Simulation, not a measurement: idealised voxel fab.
process module | voxel transistor to metal
cross-section cut | 165 nm wide | cells 5 nm
A cross-section is a grid of square cells, given in bands from the top down. A band is one or more rows of cells.
Each band's line starts with the height of the band's top and of its bottom, in nm. Then come its materials from left to right, each with its width in nm. One material with "throughout" fills the band from edge to edge. "air" is empty space.
Height 0 is the level under which the wafer as received is all one material. The lowest band goes on downwards, as in "0 down".
A width such as "30 to 40" changes by the same amount from each row of cells to the next, from the band's top row to its bottom row.
"no change" after a step means that no cell of the cross-section changed.
closed voids: empty space of 8 cells or more with no open way to the top, each as width x height at its distance from the left edge, in nm
after a step's settings: what the simulator itself notes on the step
overlay nm, on a step with a mask: how far to the right of its planned place the mask lay; to the left if negative
plan
1 op RECEIVE | material Si
2 op CONFORMAL_DEP | material SiO2 | thk nm 5
3 op CONFORMAL_DEP | material SiN | thk nm 10
4 op PATTERN | tone cover | mask id ACTIVE | material resist | width nm 105 | thk nm 15 | overlay nm 0
5 op DIRECTIONAL_ETCH | etch materials SiN | depth nm 10
6 op DIRECTIONAL_ETCH | etch materials SiO2 | depth nm 5
7 op DIRECTIONAL_ETCH | etch materials Si | depth nm 20
8 op STRIP | etch materials resist
9 op FILL_DEP | material SiO2 | thk nm 10
10 op CMP | height nm 15
11 op SELECTIVE_ETCH | etch materials SiO2 | depth nm 5
12 op STRIP | etch materials SiN
13 op SELECTIVE_ETCH | etch materials SiO2 | depth nm 5
14 op OXIDIZE | depth nm 5
15 op DIRECTIONAL_DEP | material polySi | thk nm 25
16 op DIRECTIONAL_DEP | material SiCN | thk nm 10
17 op DIRECTIONAL_DEP | material aC | thk nm 15
18 op PATTERN | tone cover | mask id GATE | material resist | width nm 15 | thk nm 30 | overlay nm 0
19 op DIRECTIONAL_ETCH | etch materials aC | depth nm 15
20 op STRIP | etch materials resist
21 op DIRECTIONAL_ETCH | etch materials SiCN | depth nm 20
22 op DIRECTIONAL_ETCH | etch materials polySi | depth nm 35
23 op STRIP | etch materials aC
24 op CONFORMAL_DEP | material SiO2 | thk nm 5
25 op DIRECTIONAL_ETCH | etch materials SiO2 | depth nm 5
26 op CONFORMAL_DEP | material SiN | thk nm 5
27 op DIRECTIONAL_ETCH | etch materials SiN | depth nm 5
28 op DIRECTIONAL_ETCH | etch materials SiO2 | depth nm 5
29 op EPI | material SiGe | thk nm 5
30 op FILL_DEP | material SiO2 | thk nm 10
31 op CMP | height nm 35
32 op DIRECTIONAL_DEP | material SiO2 | thk nm 10
33 op PATTERN | tone open | mask id CONTACT | material resist | width nm 20 | pitch nm 65 | thk nm 20 | overlay nm 0
34 op DIRECTIONAL_ETCH | etch materials SiO2 | depth nm 45
35 op STRIP | etch materials resist
36 op CONFORMAL_DEP | material TiN | thk nm 5
37 op FILL_DEP | material Ru | thk nm 5
38 op CMP | height nm 45
39 op DIRECTIONAL_DEP | material TiN | thk nm 5
40 op DIRECTIONAL_DEP | material W | thk nm 20
41 op MASKED_ETCH | tone cover | mask id METAL_1 | width nm 20 | pitch nm 65 | etch materials W | depth nm 20 | overlay nm 0
42 op MASKED_ETCH | tone cover | mask id METAL_1 | width nm 20 | pitch nm 65 | etch materials TiN | depth nm 5 | overlay nm 0
43 op CONFORMAL_DEP | material SiCN | thk nm 5
44 op FILL_DEP | material lowk | thk nm 10
45 op CMP | height nm 70
46 op CONFORMAL_DEP | material SiN | thk nm 5
first wafer, as planned
as received, after step 1
  0 down: Si throughout
  closed voids: none
after step 2
  5 to 0: SiO2 throughout
  below 0: unchanged
after step 3
  15 to 5: SiN throughout
  below 5: unchanged
after step 4
  30 to 15: air 30 | resist 105 | air 30
  below 15: unchanged
after step 5
  30 to 15: air 30 | resist 105 | air 30
  15 to 5: air 30 | SiN 105 | air 30
  below 5: unchanged
after step 6
  30 to 15: air 30 | resist 105 | air 30
  15 to 5: air 30 | SiN 105 | air 30
  5 to 0: air 30 | SiO2 105 | air 30
  below 0: unchanged
after step 7
  30 to 15: air 30 | resist 105 | air 30
  15 to 5: air 30 | SiN 105 | air 30
  5 to 0: air 30 | SiO2 105 | air 30
  0 to -20: air 30 | Si 105 | air 30
  below -20: unchanged
after step 8
  15 to 5: air 30 | SiN 105 | air 30
  below 5: unchanged
after step 9
  25 to 15: SiO2 throughout
  15 to 5: SiO2 30 | SiN 105 | SiO2 30
  5 to 0: SiO2 throughout
  0 to -20: SiO2 30 | Si 105 | SiO2 30
  below -20: unchanged
after step 10
  15 to 5: SiO2 30 | SiN 105 | SiO2 30
  below 5: unchanged
after step 11
  15 to 10: air 30 | SiN 105 | air 30
  below 10: unchanged
after step 12
  10 to 5: SiO2 30 | air 105 | SiO2 30
  below 5: unchanged
after step 13
  5 to 0: SiO2 25 | air 115 | SiO2 25
  below 0: unchanged
after step 14
  5 to 0: SiO2 25 | air 115 | SiO2 25
  0 to -5: SiO2 throughout
  below -5: unchanged
after step 15
  30 to 25: polySi 25 | air 115 | polySi 25
  25 to 5: polySi throughout
  5 to 0: SiO2 25 | polySi 115 | SiO2 25
  below 0: unchanged
after step 16
  40 to 35: SiCN 25 | air 115 | SiCN 25
  35 to 30: SiCN throughout
  30 to 25: polySi 25 | SiCN 115 | polySi 25
  below 25: unchanged
after step 17
  55 to 50: aC 25 | air 115 | aC 25
  50 to 40: aC throughout
  40 to 35: SiCN 25 | aC 115 | SiCN 25
  below 35: unchanged
after step 18
  85 to 55: air 75 | resist 15 | air 75
  55 to 50: aC 25 | air 50 | resist 15 | air 50 | aC 25
  below 50: unchanged
after step 19
  70 to 50: air 75 | resist 15 | air 75
  50 to 40: air 75 | aC 15 | air 75
  40 to 35: SiCN 25 | air 50 | aC 15 | air 50 | SiCN 25
  below 35: unchanged
after step 20
  50 to 40: air 75 | aC 15 | air 75
  below 40: unchanged
after step 21
  50 to 35: air 75 | aC 15 | air 75
  35 to 30: air 75 | SiCN 15 | air 75
  30 to 25: polySi 25 | air 50 | SiCN 15 | air 50 | polySi 25
  below 25: unchanged
after step 22
  50 to 35: air 75 | aC 15 | air 75
  35 to 25: air 75 | SiCN 15 | air 75
  25 to 5: air 75 | polySi 15 | air 75
  5 to 0: SiO2 25 | air 50 | polySi 15 | air 50 | SiO2 25
  below 0: unchanged
after step 23
  35 to 25: air 75 | SiCN 15 | air 75
  below 25: unchanged
after step 24
  40 to 35: air 70 | SiO2 25 | air 70
  35 to 25: air 70 | SiO2 5 | SiCN 15 | SiO2 5 | air 70
  25 to 10: air 70 | SiO2 5 | polySi 15 | SiO2 5 | air 70
  10 to 5: SiO2 30 | air 40 | SiO2 5 | polySi 15 | SiO2 5 | air 40 | SiO2 30
  5 to 0: SiO2 75 | polySi 15 | SiO2 75
  below 0: unchanged
after step 25
  35 to 25: air 70 | SiO2 5 | SiCN 15 | SiO2 5 | air 70
  25 to 5: air 70 | SiO2 5 | polySi 15 | SiO2 5 | air 70
  5 to 0: SiO2 30 | air 40 | SiO2 5 | polySi 15 | SiO2 5 | air 40 | SiO2 30
  below 0: unchanged
after step 26
  40 to 35: air 65 | SiN 35 | air 65
  35 to 25: air 65 | SiN 5 | SiO2 5 | SiCN 15 | SiO2 5 | SiN 5 | air 65
  25 to 10: air 65 | SiN 5 | SiO2 5 | polySi 15 | SiO2 5 | SiN 5 | air 65
  10 to 5: SiN 35 | air 30 | SiN 5 | SiO2 5 | polySi 15 | SiO2 5 | SiN 5 | air 30 | SiN 35
  5 to 0: SiO2 30 | SiN 40 | SiO2 5 | polySi 15 | SiO2 5 | SiN 40 | SiO2 30
  below 0: unchanged
after step 27
  35 to 25: air 65 | SiN 5 | SiO2 5 | SiCN 15 | SiO2 5 | SiN 5 | air 65
  25 to 5: air 65 | SiN 5 | SiO2 5 | polySi 15 | SiO2 5 | SiN 5 | air 65
  5 to 0: SiO2 30 | SiN 5 | air 30 | SiN 5 | SiO2 5 | polySi 15 | SiO2 5 | SiN 5 | air 30 | SiN 5 | SiO2 30
  below 0: unchanged
after step 28
  35 to 30: air 65 | SiN 5 | air 5 | SiCN 15 | air 5 | SiN 5 | air 65
  30 to 25: air 65 | SiN 5 | SiO2 5 | SiCN 15 | SiO2 5 | SiN 5 | air 65
  25 to 5: air 65 | SiN 5 | SiO2 5 | polySi 15 | SiO2 5 | SiN 5 | air 65
  5 to 0: air 30 | SiN 5 | air 30 | SiN 5 | SiO2 5 | polySi 15 | SiO2 5 | SiN 5 | air 30 | SiN 5 | air 30
  0 to -5: SiO2 35 | air 30 | SiO2 35 | air 30 | SiO2 35
  below -5: unchanged
after step 29
  35 to 30: air 65 | SiN 5 | air 5 | SiCN 15 | air 5 | SiN 5 | air 65
  30 to 25: air 65 | SiN 5 | SiO2 5 | SiCN 15 | SiO2 5 | SiN 5 | air 65
  25 to 5: air 65 | SiN 5 | SiO2 5 | polySi 15 | SiO2 5 | SiN 5 | air 65
  5 to 0: air 30 | SiN 5 | air 30 | SiN 5 | SiO2 5 | polySi 15 | SiO2 5 | SiN 5 | air 30 | SiN 5 | air 30
  0 to -5: SiO2 35 | SiGe 30 | SiO2 35 | SiGe 30 | SiO2 35
  below -5: unchanged
after step 30
  45 to 35: SiO2 throughout
  35 to 25: SiO2 65 | SiN 5 | SiO2 5 | SiCN 15 | SiO2 5 | SiN 5 | SiO2 65
  25 to 5: SiO2 65 | SiN 5 | SiO2 5 | polySi 15 | SiO2 5 | SiN 5 | SiO2 65
  5 to 0: SiO2 30 | SiN 5 | SiO2 30 | SiN 5 | SiO2 5 | polySi 15 | SiO2 5 | SiN 5 | SiO2 30 | SiN 5 | SiO2 30
  below 0: unchanged
after step 31
  35 to 25: SiO2 65 | SiN 5 | SiO2 5 | SiCN 15 | SiO2 5 | SiN 5 | SiO2 65
  below 25: unchanged
after step 32
  45 to 35: SiO2 throughout
  below 35: unchanged
after step 33
  65 to 45: resist 40 | air 20 | resist 45 | air 20 | resist 40
  below 45: unchanged
after step 34
  65 to 45: resist 40 | air 20 | resist 45 | air 20 | resist 40
  45 to 35: SiO2 40 | air 20 | SiO2 45 | air 20 | SiO2 40
  35 to 25: SiO2 40 | air 20 | SiO2 5 | SiN 5 | SiO2 5 | SiCN 15 | SiO2 5 | SiN 5 | SiO2 5 | air 20 | SiO2 40
  25 to 5: SiO2 40 | air 20 | SiO2 5 | SiN 5 | SiO2 5 | polySi 15 | SiO2 5 | SiN 5 | SiO2 5 | air 20 | SiO2 40
  5 to 0: SiO2 30 | SiN 5 | SiO2 5 | air 20 | SiO2 5 | SiN 5 | SiO2 5 | polySi 15 | SiO2 5 | SiN 5 | SiO2 5 | air 20 | SiO2 5 | SiN 5 | SiO2 30
  below 0: unchanged
after step 35
  45 to 35: SiO2 40 | air 20 | SiO2 45 | air 20 | SiO2 40
  below 35: unchanged
after step 36
  50 to 45: TiN 45 | air 10 | TiN 55 | air 10 | TiN 45
  45 to 35: SiO2 40 | TiN 5 | air 10 | TiN 5 | SiO2 45 | TiN 5 | air 10 | TiN 5 | SiO2 40
  35 to 25: SiO2 40 | TiN 5 | air 10 | TiN 5 | SiO2 5 | SiN 5 | SiO2 5 | SiCN 15 | SiO2 5 | SiN 5 | SiO2 5 | TiN 5 | air 10 | TiN 5 | SiO2 40
  25 to 5: SiO2 40 | TiN 5 | air 10 | TiN 5 | SiO2 5 | SiN 5 | SiO2 5 | polySi 15 | SiO2 5 | SiN 5 | SiO2 5 | TiN 5 | air 10 | TiN 5 | SiO2 40
  5 to 0: SiO2 30 | SiN 5 | SiO2 5 | TiN 20 | SiO2 5 | SiN 5 | SiO2 5 | polySi 15 | SiO2 5 | SiN 5 | SiO2 5 | TiN 20 | SiO2 5 | SiN 5 | SiO2 30
  below 0: unchanged
after step 37
  55 to 50: Ru throughout
  50 to 45: TiN 45 | Ru 10 | TiN 55 | Ru 10 | TiN 45
  45 to 35: SiO2 40 | TiN 5 | Ru 10 | TiN 5 | SiO2 45 | TiN 5 | Ru 10 | TiN 5 | SiO2 40
  35 to 25: SiO2 40 | TiN 5 | Ru 10 | TiN 5 | SiO2 5 | SiN 5 | SiO2 5 | SiCN 15 | SiO2 5 | SiN 5 | SiO2 5 | TiN 5 | Ru 10 | TiN 5 | SiO2 40
  25 to 5: SiO2 40 | TiN 5 | Ru 10 | TiN 5 | SiO2 5 | SiN 5 | SiO2 5 | polySi 15 | SiO2 5 | SiN 5 | SiO2 5 | TiN 5 | Ru 10 | TiN 5 | SiO2 40
  below 5: unchanged
after step 38
  45 to 35: SiO2 40 | TiN 5 | Ru 10 | TiN 5 | SiO2 45 | TiN 5 | Ru 10 | TiN 5 | SiO2 40
  below 35: unchanged
after step 39
  50 to 45: TiN throughout
  below 45: unchanged
after step 40
  70 to 50: W throughout
  below 50: unchanged
after step 41
  70 to 50: air 40 | W 20 | air 45 | W 20 | air 40
  below 50: unchanged
after step 42
  70 to 50: air 40 | W 20 | air 45 | W 20 | air 40
  50 to 45: air 40 | TiN 20 | air 45 | TiN 20 | air 40
  below 45: unchanged
after step 43
  75 to 70: air 35 | SiCN 30 | air 35 | SiCN 30 | air 35
  70 to 50: air 35 | SiCN 5 | W 20 | SiCN 5 | air 35 | SiCN 5 | W 20 | SiCN 5 | air 35
  50 to 45: SiCN 40 | TiN 20 | SiCN 45 | TiN 20 | SiCN 40
  below 45: unchanged
after step 44
  85 to 75: lowk throughout
  75 to 70: lowk 35 | SiCN 30 | lowk 35 | SiCN 30 | lowk 35
  70 to 50: lowk 35 | SiCN 5 | W 20 | SiCN 5 | lowk 35 | SiCN 5 | W 20 | SiCN 5 | lowk 35
  below 50: unchanged
after step 45
  70 to 50: lowk 35 | SiCN 5 | W 20 | SiCN 5 | lowk 35 | SiCN 5 | W 20 | SiCN 5 | lowk 35
  below 50: unchanged
after step 46
  75 to 70: SiN throughout
  below 70: unchanged
second wafer: like start, like plan, one mistake. Through step 6 it matches the first wafer
when step 7 should have ended
  30 to 15: air 30 | resist 105 | air 30
  15 to 5: air 30 | SiN 105 | air 30
  5 to 0: air 30 | SiO2 105 | air 30
  0 to -40: air 30 | Si 105 | air 30
  below -40: unchanged
when step 8 should have ended
  15 to 5: air 30 | SiN 105 | air 30
  below 5: unchanged
when step 9 should have ended
  25 to 15: SiO2 throughout
  15 to 5: SiO2 30 | SiN 105 | SiO2 30
  5 to 0: SiO2 throughout
  0 to -40: SiO2 30 | Si 105 | SiO2 30
  below -40: unchanged
when step 10 should have ended
  15 to 5: SiO2 30 | SiN 105 | SiO2 30
  below 5: unchanged
when step 11 should have ended
  15 to 10: air 30 | SiN 105 | air 30
  below 10: unchanged
when step 12 should have ended
  10 to 5: SiO2 30 | air 105 | SiO2 30
  below 5: unchanged
when step 13 should have ended
  5 to 0: SiO2 25 | air 115 | SiO2 25
  below 0: unchanged
when step 14 should have ended
  5 to 0: SiO2 25 | air 115 | SiO2 25
  0 to -5: SiO2 throughout
  below -5: unchanged
when step 15 should have ended
  30 to 25: polySi 25 | air 115 | polySi 25
  25 to 5: polySi throughout
  5 to 0: SiO2 25 | polySi 115 | SiO2 25
  below 0: unchanged
when step 16 should have ended
  40 to 35: SiCN 25 | air 115 | SiCN 25
  35 to 30: SiCN throughout
  30 to 25: polySi 25 | SiCN 115 | polySi 25
  below 25: unchanged
when step 17 should have ended
  55 to 50: aC 25 | air 115 | aC 25
  50 to 40: aC throughout
  40 to 35: SiCN 25 | aC 115 | SiCN 25
  below 35: unchanged
when step 18 should have ended
  85 to 55: air 75 | resist 15 | air 75
  55 to 50: aC 25 | air 50 | resist 15 | air 50 | aC 25
  below 50: unchanged
when step 19 should have ended
  70 to 50: air 75 | resist 15 | air 75
  50 to 40: air 75 | aC 15 | air 75
  40 to 35: SiCN 25 | air 50 | aC 15 | air 50 | SiCN 25
  below 35: unchanged
when step 20 should have ended
  50 to 40: air 75 | aC 15 | air 75
  below 40: unchanged
when step 21 should have ended
  50 to 35: air 75 | aC 15 | air 75
  35 to 30: air 75 | SiCN 15 | air 75
  30 to 25: polySi 25 | air 50 | SiCN 15 | air 50 | polySi 25
  below 25: unchanged
when step 22 should have ended
  50 to 35: air 75 | aC 15 | air 75
  35 to 25: air 75 | SiCN 15 | air 75
  25 to 5: air 75 | polySi 15 | air 75
  5 to 0: SiO2 25 | air 50 | polySi 15 | air 50 | SiO2 25
  below 0: unchanged
when step 23 should have ended
  35 to 25: air 75 | SiCN 15 | air 75
  below 25: unchanged
when step 24 should have ended
  40 to 35: air 70 | SiO2 25 | air 70
  35 to 25: air 70 | SiO2 5 | SiCN 15 | SiO2 5 | air 70
  25 to 10: air 70 | SiO2 5 | polySi 15 | SiO2 5 | air 70
  10 to 5: SiO2 30 | air 40 | SiO2 5 | polySi 15 | SiO2 5 | air 40 | SiO2 30
  5 to 0: SiO2 75 | polySi 15 | SiO2 75
  below 0: unchanged
when step 25 should have ended
  35 to 25: air 70 | SiO2 5 | SiCN 15 | SiO2 5 | air 70
  25 to 5: air 70 | SiO2 5 | polySi 15 | SiO2 5 | air 70
  5 to 0: SiO2 30 | air 40 | SiO2 5 | polySi 15 | SiO2 5 | air 40 | SiO2 30
  below 0: unchanged
when step 26 should have ended
  40 to 35: air 65 | SiN 35 | air 65
  35 to 25: air 65 | SiN 5 | SiO2 5 | SiCN 15 | SiO2 5 | SiN 5 | air 65
  25 to 10: air 65 | SiN 5 | SiO2 5 | polySi 15 | SiO2 5 | SiN 5 | air 65
  10 to 5: SiN 35 | air 30 | SiN 5 | SiO2 5 | polySi 15 | SiO2 5 | SiN 5 | air 30 | SiN 35
  5 to 0: SiO2 30 | SiN 40 | SiO2 5 | polySi 15 | SiO2 5 | SiN 40 | SiO2 30
  below 0: unchanged
when step 27 should have ended
  35 to 25: air 65 | SiN 5 | SiO2 5 | SiCN 15 | SiO2 5 | SiN 5 | air 65
  25 to 5: air 65 | SiN 5 | SiO2 5 | polySi 15 | SiO2 5 | SiN 5 | air 65
  5 to 0: SiO2 30 | SiN 5 | air 30 | SiN 5 | SiO2 5 | polySi 15 | SiO2 5 | SiN 5 | air 30 | SiN 5 | SiO2 30
  below 0: unchanged
when step 28 should have ended
  35 to 30: air 65 | SiN 5 | air 5 | SiCN 15 | air 5 | SiN 5 | air 65
  30 to 25: air 65 | SiN 5 | SiO2 5 | SiCN 15 | SiO2 5 | SiN 5 | air 65
  25 to 5: air 65 | SiN 5 | SiO2 5 | polySi 15 | SiO2 5 | SiN 5 | air 65
  5 to 0: air 30 | SiN 5 | air 30 | SiN 5 | SiO2 5 | polySi 15 | SiO2 5 | SiN 5 | air 30 | SiN 5 | air 30
  0 to -5: SiO2 35 | air 30 | SiO2 35 | air 30 | SiO2 35
  below -5: unchanged
when step 29 should have ended
  35 to 30: air 65 | SiN 5 | air 5 | SiCN 15 | air 5 | SiN 5 | air 65
  30 to 25: air 65 | SiN 5 | SiO2 5 | SiCN 15 | SiO2 5 | SiN 5 | air 65
  25 to 5: air 65 | SiN 5 | SiO2 5 | polySi 15 | SiO2 5 | SiN 5 | air 65
  5 to 0: air 30 | SiN 5 | air 30 | SiN 5 | SiO2 5 | polySi 15 | SiO2 5 | SiN 5 | air 30 | SiN 5 | air 30
  0 to -5: SiO2 35 | SiGe 30 | SiO2 35 | SiGe 30 | SiO2 35
  below -5: unchanged
when step 30 should have ended
  45 to 35: SiO2 throughout
  35 to 25: SiO2 65 | SiN 5 | SiO2 5 | SiCN 15 | SiO2 5 | SiN 5 | SiO2 65
  25 to 5: SiO2 65 | SiN 5 | SiO2 5 | polySi 15 | SiO2 5 | SiN 5 | SiO2 65
  5 to 0: SiO2 30 | SiN 5 | SiO2 30 | SiN 5 | SiO2 5 | polySi 15 | SiO2 5 | SiN 5 | SiO2 30 | SiN 5 | SiO2 30
  below 0: unchanged
when step 31 should have ended
  35 to 25: SiO2 65 | SiN 5 | SiO2 5 | SiCN 15 | SiO2 5 | SiN 5 | SiO2 65
  below 25: unchanged
when step 32 should have ended
  45 to 35: SiO2 throughout
  below 35: unchanged
when step 33 should have ended
  65 to 45: resist 40 | air 20 | resist 45 | air 20 | resist 40
  below 45: unchanged
when step 34 should have ended
  65 to 45: resist 40 | air 20 | resist 45 | air 20 | resist 40
  45 to 35: SiO2 40 | air 20 | SiO2 45 | air 20 | SiO2 40
  35 to 25: SiO2 40 | air 20 | SiO2 5 | SiN 5 | SiO2 5 | SiCN 15 | SiO2 5 | SiN 5 | SiO2 5 | air 20 | SiO2 40
  25 to 5: SiO2 40 | air 20 | SiO2 5 | SiN 5 | SiO2 5 | polySi 15 | SiO2 5 | SiN 5 | SiO2 5 | air 20 | SiO2 40
  5 to 0: SiO2 30 | SiN 5 | SiO2 5 | air 20 | SiO2 5 | SiN 5 | SiO2 5 | polySi 15 | SiO2 5 | SiN 5 | SiO2 5 | air 20 | SiO2 5 | SiN 5 | SiO2 30
  below 0: unchanged
when step 35 should have ended
  45 to 35: SiO2 40 | air 20 | SiO2 45 | air 20 | SiO2 40
  below 35: unchanged
when step 36 should have ended
  50 to 45: TiN 45 | air 10 | TiN 55 | air 10 | TiN 45
  45 to 35: SiO2 40 | TiN 5 | air 10 | TiN 5 | SiO2 45 | TiN 5 | air 10 | TiN 5 | SiO2 40
  35 to 25: SiO2 40 | TiN 5 | air 10 | TiN 5 | SiO2 5 | SiN 5 | SiO2 5 | SiCN 15 | SiO2 5 | SiN 5 | SiO2 5 | TiN 5 | air 10 | TiN 5 | SiO2 40
  25 to 5: SiO2 40 | TiN 5 | air 10 | TiN 5 | SiO2 5 | SiN 5 | SiO2 5 | polySi 15 | SiO2 5 | SiN 5 | SiO2 5 | TiN 5 | air 10 | TiN 5 | SiO2 40
  5 to 0: SiO2 30 | SiN 5 | SiO2 5 | TiN 20 | SiO2 5 | SiN 5 | SiO2 5 | polySi 15 | SiO2 5 | SiN 5 | SiO2 5 | TiN 20 | SiO2 5 | SiN 5 | SiO2 30
  below 0: unchanged
when step 37 should have ended
  55 to 50: Ru throughout
  50 to 45: TiN 45 | Ru 10 | TiN 55 | Ru 10 | TiN 45
  45 to 35: SiO2 40 | TiN 5 | Ru 10 | TiN 5 | SiO2 45 | TiN 5 | Ru 10 | TiN 5 | SiO2 40
  35 to 25: SiO2 40 | TiN 5 | Ru 10 | TiN 5 | SiO2 5 | SiN 5 | SiO2 5 | SiCN 15 | SiO2 5 | SiN 5 | SiO2 5 | TiN 5 | Ru 10 | TiN 5 | SiO2 40
  25 to 5: SiO2 40 | TiN 5 | Ru 10 | TiN 5 | SiO2 5 | SiN 5 | SiO2 5 | polySi 15 | SiO2 5 | SiN 5 | SiO2 5 | TiN 5 | Ru 10 | TiN 5 | SiO2 40
  below 5: unchanged
when step 38 should have ended
  45 to 35: SiO2 40 | TiN 5 | Ru 10 | TiN 5 | SiO2 45 | TiN 5 | Ru 10 | TiN 5 | SiO2 40
  below 35: unchanged
when step 39 should have ended
  50 to 45: TiN throughout
  below 45: unchanged
when step 40 should have ended
  70 to 50: W throughout
  below 50: unchanged
when step 41 should have ended
  70 to 50: air 40 | W 20 | air 45 | W 20 | air 40
  below 50: unchanged
when step 42 should have ended
  70 to 50: air 40 | W 20 | air 45 | W 20 | air 40
  50 to 45: air 40 | TiN 20 | air 45 | TiN 20 | air 40
  below 45: unchanged
when step 43 should have ended
  75 to 70: air 35 | SiCN 30 | air 35 | SiCN 30 | air 35
  70 to 50: air 35 | SiCN 5 | W 20 | SiCN 5 | air 35 | SiCN 5 | W 20 | SiCN 5 | air 35
  50 to 45: SiCN 40 | TiN 20 | SiCN 45 | TiN 20 | SiCN 40
  below 45: unchanged
when step 44 should have ended
  85 to 75: lowk throughout
  75 to 70: lowk 35 | SiCN 30 | lowk 35 | SiCN 30 | lowk 35
  70 to 50: lowk 35 | SiCN 5 | W 20 | SiCN 5 | lowk 35 | SiCN 5 | W 20 | SiCN 5 | lowk 35
  below 50: unchanged
when step 45 should have ended
  70 to 50: lowk 35 | SiCN 5 | W 20 | SiCN 5 | lowk 35 | SiCN 5 | W 20 | SiCN 5 | lowk 35
  below 50: unchanged
when step 46 should have ended
  75 to 70: SiN throughout
  below 70: unchanged
what went wrong: step 7 was run twice
at the end the second wafer has, in cells: 48 fewer of Si | 48 more of SiO2
